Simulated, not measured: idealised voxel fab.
The following is a process module called voxel capacitor over wiring.
cross-section cut | 145 nm wide | cells 5 nm
A cross-section is a grid of square cells, given in bands from the top down. A band is one or more rows of cells. What a band's entry tells you: where the top is and where the bottom is, as heights in nm, and after that what lies inside, material by material from left to right, each with its width in nm. Empty space is written as the word "empty", and a single material marked with the word "edge to edge" occupies the band from edge to edge. Measure heights from 0. That's the level where, below it, the as-received wafer is all one material. The lowest band is bottomless and extends downward; write it as in "from 0 down". Width spec "30..40" -> top row of cells at first value, bottom row at second value, equal per-row change in between. It should be understood that the words "nothing got changed", when stated for a given step, signify that the cross-section underwent no change in any of its cells during that step. Listed in "Sealed-off cavities": every empty space of 8 or more cells without an open way to the top. Form: width x height at distance, the distance being from the left edge, all in nm. On each step's line, the part that comes after the settings is the simulator's own comment on the step. Each step line may optionally specify "overlay nm", which for a step with a mask gives the rightward distance between the mask's planned place and where it lay, a negative value indicating the leftward direction.
Process steps - plan:
1 RECEIVE (material Si)
2 CONFORMAL_DEP (material SiO2; thk nm 15)
3 DIRECTIONAL_DEP (material TiN; thk nm 5)
4 DIRECTIONAL_DEP (material Ru; thk nm 15)
5 PATTERN (tone cover; mask id METAL_1; material resist; width nm 25; pitch nm 75; thk nm 20; overlay nm 0)
6 DIRECTIONAL_ETCH (etch materials Ru; depth nm 15)
7 DIRECTIONAL_ETCH (etch materials TiN; depth nm 5)
8 STRIP (etch materials resist)
9 FILL_DEP (material SiO2; thk nm 10)
10 CMP (height nm 35)
11 CONFORMAL_DEP (material SiCN; thk nm 5)
12 DIRECTIONAL_DEP (material SiO2; thk nm 10)
13 DIRECTIONAL_DEP (material aC; thk nm 15)
14 PATTERN (tone open; mask id PLUG_1; material resist; width nm 15; thk nm 30; overlay nm 0)
15 DIRECTIONAL_ETCH (etch materials aC; depth nm 15)
16 STRIP (etch materials resist)
17 DIRECTIONAL_ETCH (etch materials SiO2; depth nm 10)
18 DIRECTIONAL_ETCH (etch materials SiCN; depth nm 5)
19 STRIP (etch materials aC)
20 CONFORMAL_DEP (material TiN; thk nm 5)
21 FILL_DEP (material W; thk nm 5)
22 CMP (height nm 50)
23 DIRECTIONAL_DEP (material TiN; thk nm 5)
24 DIRECTIONAL_DEP (material Al2O3; thk nm 5)
25 DIRECTIONAL_DEP (material TiN; thk nm 10)
26 DIRECTIONAL_DEP (material aC; thk nm 10)
27 PATTERN (tone cover; mask id UPPER_PLATE; material resist; width nm 55; thk nm 25; overlay nm 0)
28 DIRECTIONAL_ETCH (etch materials aC; depth nm 10)
29 STRIP (etch materials resist)
30 DIRECTIONAL_ETCH (etch materials TiN; depth nm 10)
31 DIRECTIONAL_ETCH (etch materials Al2O3; depth nm 5)
32 STRIP (etch materials aC)
33 PATTERN (tone cover; mask id LOWER_PLATE; material resist; width nm 65; thk nm 15; overlay nm 0)
34 DIRECTIONAL_ETCH (etch materials TiN; depth nm 5)
35 STRIP (etch materials resist)
36 FILL_DEP (material SiO2; thk nm 20)
37 CMP (height nm 85)
38 PATTERN (tone open; mask id PLUG_2; material resist; width nm 15; thk nm 20; overlay nm 0)
39 DIRECTIONAL_ETCH (etch materials SiO2; depth nm 15)
40 STRIP (etch materials resist)
41 CONFORMAL_DEP (material TiN; thk nm 5)
42 FILL_DEP (material Ru; thk nm 5)
43 CMP (height nm 85)
44 CONFORMAL_DEP (material SiN; thk nm 5)
First wafer of two (run as planned):
Wafer at receipt (post step 1), cross-section:
  from 0 down = Si edge to edge
  Sealed-off cavities: none
Cross-section: wafer state after step 2:
  from 15 to 0 = SiO2 edge to edge
  Everything below 0 is unchanged.
Cross-section: wafer state after step 3:
  from 20 to 15 = TiN edge to edge
  Everything below 15 is unchanged.
Cross-section: wafer state after step 4:
  from 35 to 20 = Ru edge to edge
  Everything below 20 is unchanged.
Cross-section: wafer state after step 5:
  from 55 to 35 = 20 empty, 25 resist, 50 empty, 25 resist, 25 empty
  Everything below 35 is unchanged.
Cross-section: wafer state after step 6:
  from 55 to 35 = 20 empty, 25 resist, 50 empty, 25 resist, 25 empty
  from 35 to 20 = 20 empty, 25 Ru, 50 empty, 25 Ru, 25 empty
  Everything below 20 is unchanged.
Cross-section: wafer state after step 7:
  from 55 to 35 = 20 empty, 25 resist, 50 empty, 25 resist, 25 empty
  from 35 to 20 = 20 empty, 25 Ru, 50 empty, 25 Ru, 25 empty
  from 20 to 15 = 20 empty, 25 TiN, 50 empty, 25 TiN, 25 empty
  Everything below 15 is unchanged.
Cross-section: wafer state after step 8:
  from 35 to 20 = 20 empty, 25 Ru, 50 empty, 25 Ru, 25 empty
  Everything below 20 is unchanged.
Cross-section: wafer state after step 9:
  from 45 to 35 = SiO2 edge to edge
  from 35 to 20 = 20 SiO2, 25 Ru, 50 SiO2, 25 Ru, 25 SiO2
  from 20 to 15 = 20 SiO2, 25 TiN, 50 SiO2, 25 TiN, 25 SiO2
  Everything below 15 is unchanged.
Cross-section: wafer state after step 10:
  from 35 to 20 = 20 SiO2, 25 Ru, 50 SiO2, 25 Ru, 25 SiO2
  Everything below 20 is unchanged.
Cross-section: wafer state after step 11:
  from 40 to 35 = SiCN edge to edge
  Everything below 35 is unchanged.
Cross-section: wafer state after step 12:
  from 50 to 40 = SiO2 edge to edge
  Everything below 40 is unchanged.
Cross-section: wafer state after step 13:
  from 65 to 50 = aC edge to edge
  Everything below 50 is unchanged.
Cross-section: wafer state after step 14:
  from 95 to 65 = 30 resist, 15 empty, 100 resist
  Everything below 65 is unchanged.
Cross-section: wafer state after step 15:
  from 80 to 65 = 30 resist, 15 empty, 100 resist
  from 65 to 50 = 30 aC, 15 empty, 100 aC
  Everything below 50 is unchanged.
Cross-section: wafer state after step 16:
  from 65 to 50 = 30 aC, 15 empty, 100 aC
  Everything below 50 is unchanged.
Cross-section: wafer state after step 17:
  from 65 to 50 = 30 aC, 15 empty, 100 aC
  from 50 to 40 = 30 SiO2, 15 empty, 100 SiO2
  Everything below 40 is unchanged.
Cross-section: wafer state after step 18:
  from 65 to 50 = 30 aC, 15 empty, 100 aC
  from 50 to 40 = 30 SiO2, 15 empty, 100 SiO2
  from 40 to 35 = 30 SiCN, 15 empty, 100 SiCN
  Everything below 35 is unchanged.
Cross-section: wafer state after step 19:
  from 50 to 40 = 30 SiO2, 15 empty, 100 SiO2
  Everything below 40 is unchanged.
Cross-section: wafer state after step 20:
  from 55 to 50 = 35 TiN, 5 empty, 105 TiN
  from 50 to 40 = 30 SiO2, 5 TiN, 5 empty, 5 TiN, 100 SiO2
  from 40 to 35 = 30 SiCN, 15 TiN, 100 SiCN
  Everything below 35 is unchanged.
Cross-section: wafer state after step 21:
  from 60 to 55 = W edge to edge
  from 55 to 50 = 35 TiN, 5 W, 105 TiN
  from 50 to 40 = 30 SiO2, 5 TiN, 5 W, 5 TiN, 100 SiO2
  Everything below 40 is unchanged.
Cross-section: wafer state after step 22:
  from 50 to 40 = 30 SiO2, 5 TiN, 5 W, 5 TiN, 100 SiO2
  Everything below 40 is unchanged.
Cross-section: wafer state after step 23:
  from 55 to 50 = TiN edge to edge
  Everything below 50 is unchanged.
Cross-section: wafer state after step 24:
  from 60 to 55 = Al2O3 edge to edge
  Everything below 55 is unchanged.
Cross-section: wafer state after step 25:
  from 70 to 60 = TiN edge to edge
  Everything below 60 is unchanged.
Cross-section: wafer state after step 26:
  from 80 to 70 = aC edge to edge
  Everything below 70 is unchanged.
Cross-section: wafer state after step 27:
  from 105 to 80 = 30 empty, 55 resist, 60 empty
  Everything below 80 is unchanged.
Cross-section: wafer state after step 28:
  from 95 to 80 = 30 empty, 55 resist, 60 empty
  from 80 to 70 = 30 empty, 55 aC, 60 empty
  Everything below 70 is unchanged.
Cross-section: wafer state after step 29:
  from 80 to 70 = 30 empty, 55 aC, 60 empty
  Everything below 70 is unchanged.
Cross-section: wafer state after step 30:
  from 80 to 70 = 30 empty, 55 aC, 60 empty
  from 70 to 60 = 30 empty, 55 TiN, 60 empty
  Everything below 60 is unchanged.
Cross-section: wafer state after step 31:
  from 80 to 70 = 30 empty, 55 aC, 60 empty
  from 70 to 60 = 30 empty, 55 TiN, 60 empty
  from 60 to 55 = 30 empty, 55 Al2O3, 60 empty
  Everything below 55 is unchanged.
Cross-section: wafer state after step 32:
  from 70 to 60 = 30 empty, 55 TiN, 60 empty
  Everything below 60 is unchanged.
Cross-section: wafer state after step 33:
  from 85 to 70 = 25 empty, 65 resist, 55 empty
  from 70 to 60 = 25 empty, 5 resist, 55 TiN, 5 resist, 55 empty
  from 60 to 55 = 25 empty, 5 resist, 55 Al2O3, 5 resist, 55 empty
  Everything below 55 is unchanged.
Cross-section: wafer state after step 34:
  from 85 to 70 = 25 empty, 65 resist, 55 empty
  from 70 to 60 = 25 empty, 5 resist, 55 TiN, 5 resist, 55 empty
  from 60 to 55 = 25 empty, 5 resist, 55 Al2O3, 5 resist, 55 empty
  from 55 to 50 = 25 empty, 65 TiN, 55 empty
  Everything below 50 is unchanged.
Cross-section: wafer state after step 35:
  from 70 to 60 = 30 empty, 55 TiN, 60 empty
  from 60 to 55 = 30 empty, 55 Al2O3, 60 empty
  Everything below 55 is unchanged.
Cross-section: wafer state after step 36:
  from 90 to 70 = SiO2 edge to edge
  from 70 to 60 = 30 SiO2, 55 TiN, 60 SiO2
  from 60 to 55 = 30 SiO2, 55 Al2O3, 60 SiO2
  from 55 to 50 = 25 SiO2, 65 TiN, 55 SiO2
  Everything below 50 is unchanged.
Cross-section: wafer state after step 37:
  from 85 to 70 = SiO2 edge to edge
  Everything below 70 is unchanged.
Cross-section: wafer state after step 38:
  from 105 to 85 = 40 resist, 15 empty, 90 resist
  Everything below 85 is unchanged.
Cross-section: wafer state after step 39:
  from 105 to 85 = 40 resist, 15 empty, 90 resist
  from 85 to 70 = 40 SiO2, 15 empty, 90 SiO2
  Everything below 70 is unchanged.
Cross-section: wafer state after step 40:
  from 85 to 70 = 40 SiO2, 15 empty, 90 SiO2
  Everything below 70 is unchanged.
Cross-section: wafer state after step 41:
  from 90 to 85 = 45 TiN, 5 empty, 95 TiN
  from 85 to 75 = 40 SiO2, 5 TiN, 5 empty, 5 TiN, 90 SiO2
  from 75 to 70 = 40 SiO2, 15 TiN, 90 SiO2
  Everything below 70 is unchanged.
Cross-section: wafer state after step 42:
  from 95 to 90 = Ru edge to edge
  from 90 to 85 = 45 TiN, 5 Ru, 95 TiN
  from 85 to 75 = 40 SiO2, 5 TiN, 5 Ru, 5 TiN, 90 SiO2
  Everything below 75 is unchanged.
Cross-section: wafer state after step 43:
  from 85 to 75 = 40 SiO2, 5 TiN, 5 Ru, 5 TiN, 90 SiO2
  Everything below 75 is unchanged.
Cross-section: wafer state after step 44:
  from 90 to 85 = SiN edge to edge
  Everything below 85 is unchanged.
What follows concerns the second wafer, which started out like the first and was meant to follow the very same plan; one mistake crept in when it was run, but everything up to and including step 3 is the same as for the first wafer:
Cross-sectional representation of the second wafer at the time designated in the plan for the completion of step 4:
  from 35 to 15 = TiN edge to edge
  Everything below 15 is unchanged.
Cross-sectional representation of the second wafer at the time designated in the plan for the completion of step 5:
  from 55 to 35 = 20 empty, 25 resist, 50 empty, 25 resist, 25 empty
  Everything below 35 is unchanged.
Cross-sectional representation of the second wafer at the time designated in the plan for the completion of step 6: nothing got changed
Cross-sectional representation of the second wafer at the time designated in the plan for the completion of step 7:
  from 55 to 35 = 20 empty, 25 resist, 50 empty, 25 resist, 25 empty
  from 35 to 30 = 20 empty, 25 TiN, 50 empty, 25 TiN, 25 empty
  Everything below 30 is unchanged.
Cross-sectional representation of the second wafer at the time designated in the plan for the completion of step 8:
  from 35 to 30 = 20 empty, 25 TiN, 50 empty, 25 TiN, 25 empty
  Everything below 30 is unchanged.
Cross-sectional representation of the second wafer at the time designated in the plan for the completion of step 9:
  from 45 to 35 = SiO2 edge to edge
  from 35 to 30 = 20 SiO2, 25 TiN, 50 SiO2, 25 TiN, 25 SiO2
  Everything below 30 is unchanged.
Cross-sectional representation of the second wafer at the time designated in the plan for the completion of step 10:
  from 35 to 30 = 20 SiO2, 25 TiN, 50 SiO2, 25 TiN, 25 SiO2
  Everything below 30 is unchanged.
Cross-sectional representation of the second wafer at the time designated in the plan for the completion of step 11:
  from 40 to 35 = SiCN edge to edge
  Everything below 35 is unchanged.
Cross-sectional representation of the second wafer at the time designated in the plan for the completion of step 12:
  from 50 to 40 = SiO2 edge to edge
  Everything below 40 is unchanged.
Cross-sectional representation of the second wafer at the time designated in the plan for the completion of step 13:
  from 65 to 50 = aC edge to edge
  Everything below 50 is unchanged.
Cross-sectional representation of the second wafer at the time designated in the plan for the completion of step 14:
  from 95 to 65 = 30 resist, 15 empty, 100 resist
  Everything below 65 is unchanged.
Cross-sectional representation of the second wafer at the time designated in the plan for the completion of step 15:
  from 80 to 65 = 30 resist, 15 empty, 100 resist
  from 65 to 50 = 30 aC, 15 empty, 100 aC
  Everything below 50 is unchanged.
Cross-sectional representation of the second wafer at the time designated in the plan for the completion of step 16:
  from 65 to 50 = 30 aC, 15 empty, 100 aC
  Everything below 50 is unchanged.
Cross-sectional representation of the second wafer at the time designated in the plan for the completion of step 17:
  from 65 to 50 = 30 aC, 15 empty, 100 aC
  from 50 to 40 = 30 SiO2, 15 empty, 100 SiO2
  Everything below 40 is unchanged.
Cross-sectional representation of the second wafer at the time designated in the plan for the completion of step 18:
  from 65 to 50 = 30 aC, 15 empty, 100 aC
  from 50 to 40 = 30 SiO2, 15 empty, 100 SiO2
  from 40 to 35 = 30 SiCN, 15 empty, 100 SiCN
  Everything below 35 is unchanged.
Cross-sectional representation of the second wafer at the time designated in the plan for the completion of step 19:
  from 50 to 40 = 30 SiO2, 15 empty, 100 SiO2
  Everything below 40 is unchanged.
Cross-sectional representation of the second wafer at the time designated in the plan for the completion of step 20:
  from 55 to 50 = 35 TiN, 5 empty, 105 TiN
  from 50 to 40 = 30 SiO2, 5 TiN, 5 empty, 5 TiN, 100 SiO2
  from 40 to 35 = 30 SiCN, 15 TiN, 100 SiCN
  Everything below 35 is unchanged.
Cross-sectional representation of the second wafer at the time designated in the plan for the completion of step 21:
  from 60 to 55 = W edge to edge
  from 55 to 50 = 35 TiN, 5 W, 105 TiN
  from 50 to 40 = 30 SiO2, 5 TiN, 5 W, 5 TiN, 100 SiO2
  Everything below 40 is unchanged.
Cross-sectional representation of the second wafer at the time designated in the plan for the completion of step 22:
  from 50 to 40 = 30 SiO2, 5 TiN, 5 W, 5 TiN, 100 SiO2
  Everything below 40 is unchanged.
Cross-sectional representation of the second wafer at the time designated in the plan for the completion of step 23:
  from 55 to 50 = TiN edge to edge
  Everything below 50 is unchanged.
Cross-sectional representation of the second wafer at the time designated in the plan for the completion of step 24:
  from 60 to 55 = Al2O3 edge to edge
  Everything below 55 is unchanged.
Cross-sectional representation of the second wafer at the time designated in the plan for the completion of step 25:
  from 70 to 60 = TiN edge to edge
  Everything below 60 is unchanged.
Cross-sectional representation of the second wafer at the time designated in the plan for the completion of step 26:
  from 80 to 70 = aC edge to edge
  Everything below 70 is unchanged.
Cross-sectional representation of the second wafer at the time designated in the plan for the completion of step 27:
  from 105 to 80 = 30 empty, 55 resist, 60 empty
  Everything below 80 is unchanged.
Cross-sectional representation of the second wafer at the time designated in the plan for the completion of step 28:
  from 95 to 80 = 30 empty, 55 resist, 60 empty
  from 80 to 70 = 30 empty, 55 aC, 60 empty
  Everything below 70 is unchanged.
Cross-sectional representation of the second wafer at the time designated in the plan for the completion of step 29:
  from 80 to 70 = 30 empty, 55 aC, 60 empty
  Everything below 70 is unchanged.
Cross-sectional representation of the second wafer at the time designated in the plan for the completion of step 30:
  from 80 to 70 = 30 empty, 55 aC, 60 empty
  from 70 to 60 = 30 empty, 55 TiN, 60 empty
  Everything below 60 is unchanged.
Cross-sectional representation of the second wafer at the time designated in the plan for the completion of step 31:
  from 80 to 70 = 30 empty, 55 aC, 60 empty
  from 70 to 60 = 30 empty, 55 TiN, 60 empty
  from 60 to 55 = 30 empty, 55 Al2O3, 60 empty
  Everything below 55 is unchanged.
Cross-sectional representation of the second wafer at the time designated in the plan for the completion of step 32:
  from 70 to 60 = 30 empty, 55 TiN, 60 empty
  Everything below 60 is unchanged.
Cross-sectional representation of the second wafer at the time designated in the plan for the completion of step 33:
  from 85 to 70 = 25 empty, 65 resist, 55 empty
  from 70 to 60 = 25 empty, 5 resist, 55 TiN, 5 resist, 55 empty
  from 60 to 55 = 25 empty, 5 resist, 55 Al2O3, 5 resist, 55 empty
  Everything below 55 is unchanged.
Cross-sectional representation of the second wafer at the time designated in the plan for the completion of step 34:
  from 85 to 70 = 25 empty, 65 resist, 55 empty
  from 70 to 60 = 25 empty, 5 resist, 55 TiN, 5 resist, 55 empty
  from 60 to 55 = 25 empty, 5 resist, 55 Al2O3, 5 resist, 55 empty
  from 55 to 50 = 25 empty, 65 TiN, 55 empty
  Everything below 50 is unchanged.
Cross-sectional representation of the second wafer at the time designated in the plan for the completion of step 35:
  from 70 to 60 = 30 empty, 55 TiN, 60 empty
  from 60 to 55 = 30 empty, 55 Al2O3, 60 empty
  Everything below 55 is unchanged.
Cross-sectional representation of the second wafer at the time designated in the plan for the completion of step 36:
  from 90 to 70 = SiO2 edge to edge
  from 70 to 60 = 30 SiO2, 55 TiN, 60 SiO2
  from 60 to 55 = 30 SiO2, 55 Al2O3, 60 SiO2
  from 55 to 50 = 25 SiO2, 65 TiN, 55 SiO2
  Everything below 50 is unchanged.
Cross-sectional representation of the second wafer at the time designated in the plan for the completion of step 37:
  from 85 to 70 = SiO2 edge to edge
  Everything below 70 is unchanged.
Cross-sectional representation of the second wafer at the time designated in the plan for the completion of step 38:
  from 105 to 85 = 40 resist, 15 empty, 90 resist
  Everything below 85 is unchanged.
Cross-sectional representation of the second wafer at the time designated in the plan for the completion of step 39:
  from 105 to 85 = 40 resist, 15 empty, 90 resist
  from 85 to 70 = 40 SiO2, 15 empty, 90 SiO2
  Everything below 70 is unchanged.
Cross-sectional representation of the second wafer at the time designated in the plan for the completion of step 40:
  from 85 to 70 = 40 SiO2, 15 empty, 90 SiO2
  Everything below 70 is unchanged.
Cross-sectional representation of the second wafer at the time designated in the plan for the completion of step 41:
  from 90 to 85 = 45 TiN, 5 empty, 95 TiN
  from 85 to 75 = 40 SiO2, 5 TiN, 5 empty, 5 TiN, 90 SiO2
  from 75 to 70 = 40 SiO2, 15 TiN, 90 SiO2
  Everything below 70 is unchanged.
Cross-sectional representation of the second wafer at the time designated in the plan for the completion of step 42:
  from 95 to 90 = Ru edge to edge
  from 90 to 85 = 45 TiN, 5 Ru, 95 TiN
  from 85 to 75 = 40 SiO2, 5 TiN, 5 Ru, 5 TiN, 90 SiO2
  Everything below 75 is unchanged.
Cross-sectional representation of the second wafer at the time designated in the plan for the completion of step 43:
  from 85 to 75 = 40 SiO2, 5 TiN, 5 Ru, 5 TiN, 90 SiO2
  Everything below 75 is unchanged.
Cross-sectional representation of the second wafer at the time designated in the plan for the completion of step 44:
  from 90 to 85 = SiN edge to edge
  Everything below 85 is unchanged.
Where did the run depart from the plan? the process deviated at step 4: the operation and settings actually run there were DIRECTIONAL_DEP (material TiN; thk nm 15)
Materials where the second wafer ends with more or fewer cells than the first: -30 Ru; -57 SiO2; +87 TiN
